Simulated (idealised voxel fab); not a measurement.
Name of the process module below: voxel gate over fins
For reference, the cross-section in this document is cut, with width 290 nm and square cells of 5 nm.
A cross-section in this document is a grid of square cells, and it is written down as bands, the top band listed before the ones below it; a band is made up of one or more rows of cells.
Band: top height; bottom height; in nm. Then, left to right: material with width in nm, for each material. "everywhere": a single material spanning edge to edge. "blank": empty space.
Below 0: as-received wafer, all one material; heights counted from there. Lowest band: no bottom, goes on down, written "0 -> down".
A width given as "30..40" starts at the first number in the band's top row and ends at the second number in its bottom row, shifting by an equal amount at every step from row to row.
No cell of the cross-section changed in a step that is given as "no change".
The entry "Tabulated closed voids" lists the empty spaces that cover at least 8 cells and have no open path to the top. Each is written as width x height at distance, where the distance is measured from the left edge and all three values are in nm.
Where a step's line continues beyond its settings, the continuation is a remark by the simulator itself on that step.
If you see "overlay nm" on a step's line and that step has a mask, it's telling you how far right of where it was planned the mask ended up; a negative number means it went left instead.

-- This section lists the process steps that were planned
1,RECEIVE,material Si
2,CONFORMAL_DEP,material SiN,thk nm 5
3,PATTERN,tone cover,mask id FINS,material resist,width nm 15,pitch nm 45,thk nm 15,overlay nm 0
4,DIRECTIONAL_ETCH,etch materials SiN,depth nm 5
5,DIRECTIONAL_ETCH,etch materials Si,depth nm 30
6,STRIP,etch materials resist
7,OXIDIZE,depth nm 5
8,FILL_DEP,material SiO2,thk nm 5
9,CMP,height nm 5
10,SELECTIVE_ETCH,etch materials SiO2,depth nm 15
11,STRIP,etch materials SiN
12,CONFORMAL_DEP,material HfO2,thk nm 5
13,CONFORMAL_DEP,material TiN,thk nm 5
14,FILL_DEP,material W,thk nm 15
15,CMP,height nm 20
16,CONFORMAL_DEP,material SiCN,thk nm 10

-- Wafer at receipt (post step 1), cross-section
> 0 -> down: Si everywhere
> Tabulated closed voids: none

-- As-planned run: cross-section of the first of two wafers at end of module
> 30 -> 20: SiCN everywhere
> 20 -> 10: W everywhere
> 10 -> 5: 85 W / 25 TiN / 20 W / 25 TiN / 20 W / 25 TiN / 90 W
> 5 -> 0: 85 W / 5 TiN / 15 HfO2 / 5 TiN / 20 W / 5 TiN / 15 HfO2 / 5 TiN / 20 W / 5 TiN / 15 HfO2 / 5 TiN / 90 W
> 0 -> -5: 90 TiN / 5 HfO2 / 5 Si / 5 HfO2 / 30 TiN / 5 HfO2 / 5 Si / 5 HfO2 / 30 TiN / 5 HfO2 / 5 Si / 5 HfO2 / 95 TiN
> -5 -> -10: 95 HfO2 / 5 Si / 40 HfO2 / 5 Si / 40 HfO2 / 5 Si / 100 HfO2
> -10 -> -35: 95 SiO2 / 5 Si / 40 SiO2 / 5 Si / 40 SiO2 / 5 Si / 100 SiO2
> -35 -> down: Si everywhere
> Tabulated closed voids: none

-- Wafer two, sectioned after the module: the first wafer's start, the first wafer's plan, and one mistake in how it was run
> 30 -> 20: SiCN everywhere
> 20 -> 15: W everywhere
> 15 -> 10: 80 W / 35 TiN / 10 W / 35 TiN / 10 W / 35 TiN / 85 W
> 10 -> 5: 80 W / 5 TiN / 25 HfO2 / 5 TiN / 10 W / 5 TiN / 25 HfO2 / 5 TiN / 10 W / 5 TiN / 25 HfO2 / 5 TiN / 85 W
> 5 -> 0: 80 W / 5 TiN / 5 HfO2 / 15 SiN / 5 HfO2 / 5 TiN / 10 W / 5 TiN / 5 HfO2 / 15 SiN / 5 HfO2 / 5 TiN / 10 W / 5 TiN / 5 HfO2 / 15 SiN / 5 HfO2 / 5 TiN / 85 W
> 0 -> -10: 80 W / 5..10 TiN / 10..5 HfO2 / 5 Si / 10..5 HfO2 / 5..10 TiN / 10 W / 5..10 TiN / 10..5 HfO2 / 5 Si / 10..5 HfO2 / 5..10 TiN / 10 W / 5..10 TiN / 10..5 HfO2 / 5 Si / 10..5 HfO2 / 5..10 TiN / 85 W
> -10 -> -15: 85 W / 5 TiN / 5 HfO2 / 5 Si / 5 HfO2 / 5 TiN / 20 W / 5 TiN / 5 HfO2 / 5 Si / 5 HfO2 / 5 TiN / 20 W / 5 TiN / 5 HfO2 / 5 Si / 5 HfO2 / 5 TiN / 90 W
> -15 -> -20: 85 W / 5 TiN / 5 HfO2 / 5 Si / 5 HfO2 / 5 TiN / 5 W / 10 blank / 5 W / 5 TiN / 5 HfO2 / 5 Si / 5 HfO2 / 5 TiN / 5 W / 10 blank / 5 W / 5 TiN / 5 HfO2 / 5 Si / 5 HfO2 / 5 TiN / 90 W
> -20 -> -25: 85 W / 5 TiN / 5 HfO2 / 5 Si / 5 HfO2 / 5 TiN / 20 W / 5 TiN / 5 HfO2 / 5 Si / 5 HfO2 / 5 TiN / 20 W / 5 TiN / 5 HfO2 / 5 Si / 5 HfO2 / 5 TiN / 90 W
> -25 -> -30: 90 TiN / 5 HfO2 / 5 Si / 5 HfO2 / 30 TiN / 5 HfO2 / 5 Si / 5 HfO2 / 30 TiN / 5 HfO2 / 5 Si / 5 HfO2 / 95 TiN
> -30 -> -35: 95 HfO2 / 5 Si / 40 HfO2 / 5 Si / 40 HfO2 / 5 Si / 100 HfO2
> -35 -> down: Si everywhere
> Tabulated closed voids: none
Deviation noted in wafer processing: step 11 was run on a setting that differed from the plan, and what really ran there is STRIP,etch materials SiO2
FYI, end of process, the second wafer has more or fewer cells of some materials than the first: +48 HfO2 | +9 SiN | -275 SiO2 | +48 TiN | +166 W
